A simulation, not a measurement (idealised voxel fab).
Proc. module: voxel transistor to metal
Section cut is 140 nm wide and gridded with 5 nm square cells.
Heads up, the way a cross-section reads in here is a grid of square cells, handed over as bands from the top down, with every band being one or more rows of cells. Band: top height; bottom height; in nm. Then, left to right: material with width in nm, for each material. "edge to edge": a single material spanning edge to edge. "empty": empty space. Heights from 0 (as-received wafer is one material below). Bottom band endless downward, as "z 0 and below". A width such as "30..40" changes by the same amount from each row of cells to the next, from the band's top row to its bottom row. The designation "stayed the same", where it is given for a processing step, indicates that no cell of the cross-section was altered in the course of that step. Heads up: "Sealed void listing" only lists the empty pockets with no open path to the top that are 8 cells or more, and it writes them as width x height at distance, distance from the left edge, in nm. Text after the settings on a step's line: the simulator's own remark on that step. What "overlay nm" on a step's line means: if the step has a mask, that mask lay this far to the right of its planned place, or, when the value is negative, to the left.

**The steps planned for the process are as follows**
1,RECEIVE [material Si]
2,CONFORMAL_DEP [material SiO2] [thk nm 5]
3,CONFORMAL_DEP [material SiN] [thk nm 10]
4,MASKED_ETCH [tone cover] [mask id ACTIVE] [width nm 110] [etch materials SiN] [depth nm 10] [overlay nm 0]
5,MASKED_ETCH [tone cover] [mask id ACTIVE] [width nm 110] [etch materials SiO2] [depth nm 5] [overlay nm 0]
6,MASKED_ETCH [tone cover] [mask id ACTIVE] [width nm 110] [etch materials Si] [depth nm 25] [overlay nm 0]
7,FILL_DEP [material SiO2] [thk nm 10]
8,CMP [height nm 15]
9,SELECTIVE_ETCH [etch materials SiO2] [depth nm 5]
10,STRIP [etch materials SiN]
11,SELECTIVE_ETCH [etch materials SiO2] [depth nm 5]
12,OXIDIZE [depth nm 5]
13,DIRECTIONAL_DEP [material polySi] [thk nm 20]
14,DIRECTIONAL_DEP [material SiCN] [thk nm 15]
15,PATTERN [tone cover] [mask id GATE] [material resist] [width nm 20] [thk nm 15] [overlay nm -15]
16,DIRECTIONAL_ETCH [etch materials SiCN] [depth nm 25]
17,DIRECTIONAL_ETCH [etch materials polySi] [depth nm 30]
18,STRIP [etch materials resist]
19,CONFORMAL_DEP [material SiN] [thk nm 5]
20,DIRECTIONAL_ETCH [etch materials SiN] [depth nm 5]
21,DIRECTIONAL_ETCH [etch materials SiO2] [depth nm 5]
22,DIRECTIONAL_ETCH [etch materials Si] [depth nm 5]
23,EPI [material pSi] [thk nm 5]
24,FILL_DEP [material SiO2] [thk nm 10]
25,CMP [height nm 35]
26,DIRECTIONAL_DEP [material SiO2] [thk nm 10]
27,DIRECTIONAL_DEP [material aC] [thk nm 15]
28,PATTERN [tone open] [mask id CONTACT] [material resist] [width nm 30] [pitch nm 60] [thk nm 35] [overlay nm 0]
29,DIRECTIONAL_ETCH [etch materials aC] [depth nm 15]
30,STRIP [etch materials resist]
31,DIRECTIONAL_ETCH [etch materials SiO2] [depth nm 50]
32,STRIP [etch materials aC]
33,CONFORMAL_DEP [material TiN] [thk nm 5]
34,FILL_DEP [material W] [thk nm 5]
35,CMP [height nm 45]
36,DIRECTIONAL_DEP [material TiN] [thk nm 5]
37,DIRECTIONAL_DEP [material W] [thk nm 20]
38,MASKED_ETCH [tone cover] [mask id METAL_1] [width nm 15] [pitch nm 75] [etch materials W] [depth nm 20] [overlay nm 0]
39,MASKED_ETCH [tone cover] [mask id METAL_1] [width nm 15] [pitch nm 75] [etch materials TiN] [depth nm 5] [overlay nm 0]
40,CONFORMAL_DEP [material SiN] [thk nm 5]
41,FILL_DEP [material SiO2] [thk nm 5]
42,CMP [height nm 70]
43,CONFORMAL_DEP [material SiCN] [thk nm 5]
All wafers enter the flow in the same state. The overlay nm at step 15 differs from wafer to wafer, and the plan gives the value for the first wafer.

**Cross-section of the first of several wafers as received (after step 1)**
- z 0 and below  Si edge to edge
- Sealed void listing: none

**Basically each wafer gets a line in the table, showing it at the end of the module: material by material, the cells it gained (+) or lost (-) since we got it, then its closed voids**
overlay nm -15, -68 Si, +40 SiCN, +54 SiN, +235 SiO2, +54 TiN, +71 W, +18 pSi, +16 polySi, Sealed void listing: none
overlay nm -10, -68 Si, +40 SiCN, +54 SiN, +227 SiO2, +54 TiN, +79 W, +18 pSi, +16 polySi, Sealed void listing: none
overlay nm -5, -68 Si, +40 SiCN, +54 SiN, +219 SiO2, +54 TiN, +87 W, +18 pSi, +16 polySi, Sealed void listing: none
overlay nm 0, -68 Si, +40 SiCN, +54 SiN, +212 SiO2, +54 TiN, +94 W, +18 pSi, +16 polySi, Sealed void listing: none
overlay nm 5, -68 Si, +40 SiCN, +54 SiN, +219 SiO2, +54 TiN, +87 W, +18 pSi, +16 polySi, Sealed void listing: none
overlay nm 10, -68 Si, +40 SiCN, +54 SiN, +227 SiO2, +54 TiN, +79 W, +18 pSi, +16 polySi, Sealed void listing: none
overlay nm 15, -68 Si, +40 SiCN, +54 SiN, +235 SiO2, +54 TiN, +71 W, +18 pSi, +16 polySi, Sealed void listing: none
